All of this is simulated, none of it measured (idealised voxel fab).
The document below concerns the process module designated voxel wiring stack.
Square cells of 5 nm make up the cross-section cut, whose width is 280 nm.
A cross-section is a grid of square cells, given in bands from the top down. A band is one or more rows of cells. What a band's entry tells you: where the top is and where the bottom is, as heights in nm, and after that what lies inside, material by material from left to right, each with its width in nm. Empty space is written as the word "air", and a single material marked with the word "all across" occupies the band from edge to edge. The level at which height equals 0 is the one under which the wafer, as it arrives, is entirely one material. No lower edge exists for the bottom band, which continues downward and is notated as in "0 nm and below". Quick explanation for "30..40": the width changes in equal steps down the rows of cells, from the first number in the band's top row to the second number in its bottom row. Take "no change" at face value: in the step it is given for, the cross-section changed in none of its cells. The list in "Enclosed internal voids" covers empty spaces of 8 cells or more that cannot reach the top through any open way, and it gives each as width x height at distance; the distance is from the left edge, and width, height and distance are in nm. What comes after the settings on a step's line is commentary from the simulator itself on that step. overlay nm: for a step with a mask, the amount by which the mask lay right of where it was planned; a negative amount means left of it.
**Below is the list of planned process steps**
1 RECEIVE: material Si
2 CONFORMAL_DEP: material SiO2, thk nm 10
3 DIRECTIONAL_DEP: material TiN, thk nm 5
4 DIRECTIONAL_DEP: material W, thk nm 15
5 PATTERN: tone cover, mask id METAL_1, material resist, width nm 30, pitch nm 55, thk nm 15, overlay nm 0
6 DIRECTIONAL_ETCH: etch materials W, depth nm 15
7 DIRECTIONAL_ETCH: etch materials TiN, depth nm 5
8 STRIP: etch materials resist
9 FILL_DEP: material SiO2, thk nm 10
10 CMP: height nm 30
11 CONFORMAL_DEP: material SiCN, thk nm 5
12 DIRECTIONAL_DEP: material lowk, thk nm 20
13 PATTERN: tone open, mask id PLUG_1, material resist, width nm 15, pitch nm 55, thk nm 15, overlay nm 0
14 DIRECTIONAL_ETCH: etch materials lowk, depth nm 20
15 DIRECTIONAL_ETCH: etch materials SiCN, depth nm 5
16 STRIP: etch materials resist
17 CONFORMAL_DEP: material TiN, thk nm 5
18 FILL_DEP: material Ru, thk nm 5
19 CMP: height nm 55
20 DIRECTIONAL_DEP: material TiN, thk nm 5
21 DIRECTIONAL_DEP: material Ru, thk nm 15
22 PATTERN: tone cover, mask id METAL_2, material resist, width nm 30, pitch nm 55, thk nm 20, overlay nm 0
23 DIRECTIONAL_ETCH: etch materials Ru, depth nm 15
24 DIRECTIONAL_ETCH: etch materials TiN, depth nm 5
25 STRIP: etch materials resist
26 CONFORMAL_DEP: material SiCN, thk nm 5
27 FILL_DEP: material SiO2, thk nm 5
28 CMP: height nm 75
29 CONFORMAL_DEP: material SiN, thk nm 5
**Step 1 complete: cross-section of the wafer as received**
	0 nm and below  Si all across
	Enclosed internal voids: none
**Cross-section: first of two wafers, module finished, run according to plan**
	80 nm to 75 nm  SiN all across
	75 nm to 60 nm  SiO2: 90 | SiCN: 5 | Ru: 30 | SiCN: 5 | SiO2: 15 | SiCN: 5 | Ru: 30 | SiCN: 5 | SiO2: 95
	60 nm to 55 nm  SiCN: 95 | TiN: 30 | SiCN: 25 | TiN: 30 | SiCN: 100
	55 nm to 35 nm  lowk: 95 | TiN: 5 | Ru: 5 | TiN: 5 | lowk: 40 | TiN: 5 | Ru: 5 | TiN: 5 | lowk: 115
	35 nm to 30 nm  SiCN: 95 | TiN: 15 | SiCN: 40 | TiN: 15 | SiCN: 115
	30 nm to 15 nm  SiO2: 95 | W: 30 | SiO2: 25 | W: 30 | SiO2: 100
	15 nm to 10 nm  SiO2: 95 | TiN: 30 | SiO2: 25 | TiN: 30 | SiO2: 100
	10 nm to 0 nm  SiO2 all across
	0 nm and below  Si all across
	Enclosed internal voids: none
**Second wafer cross-section at end of module - shared start and plan with the first, one mistake in the run**
	80 nm to 75 nm  SiN all across
	75 nm to 60 nm  SiO2: 90 | SiCN: 5 | Ru: 30 | SiCN: 5 | SiO2: 15 | SiCN: 5 | Ru: 30 | SiCN: 5 | SiO2: 95
	60 nm to 55 nm  SiCN: 95 | TiN: 30 | SiCN: 25 | TiN: 30 | SiCN: 100
	55 nm to 35 nm  Ru: 90 | TiN: 5 | lowk: 15 | TiN: 5 | Ru: 30 | TiN: 5 | lowk: 15 | TiN: 5 | Ru: 110
	35 nm to 30 nm  TiN: 95 | SiCN: 15 | TiN: 40 | SiCN: 15 | TiN: 115
	30 nm to 15 nm  SiO2: 95 | W: 30 | SiO2: 25 | W: 30 | SiO2: 100
	15 nm to 10 nm  SiO2: 95 | TiN: 30 | SiO2: 25 | TiN: 30 | SiO2: 100
	10 nm to 0 nm  SiO2 all across
	0 nm and below  Si all across
	Enclosed internal voids: none
What was the processing mistake? not per plan at step 13, really ran PATTERN: tone cover, mask id PLUG_1, material resist, width nm 15, pitch nm 55, thk nm 15, overlay nm 0
The final cell counts differ between the wafers, with the second having more or fewer of some materials than the first: Ru: 176 more | SiCN: 44 fewer | TiN: 44 more | lowk: 176 fewer
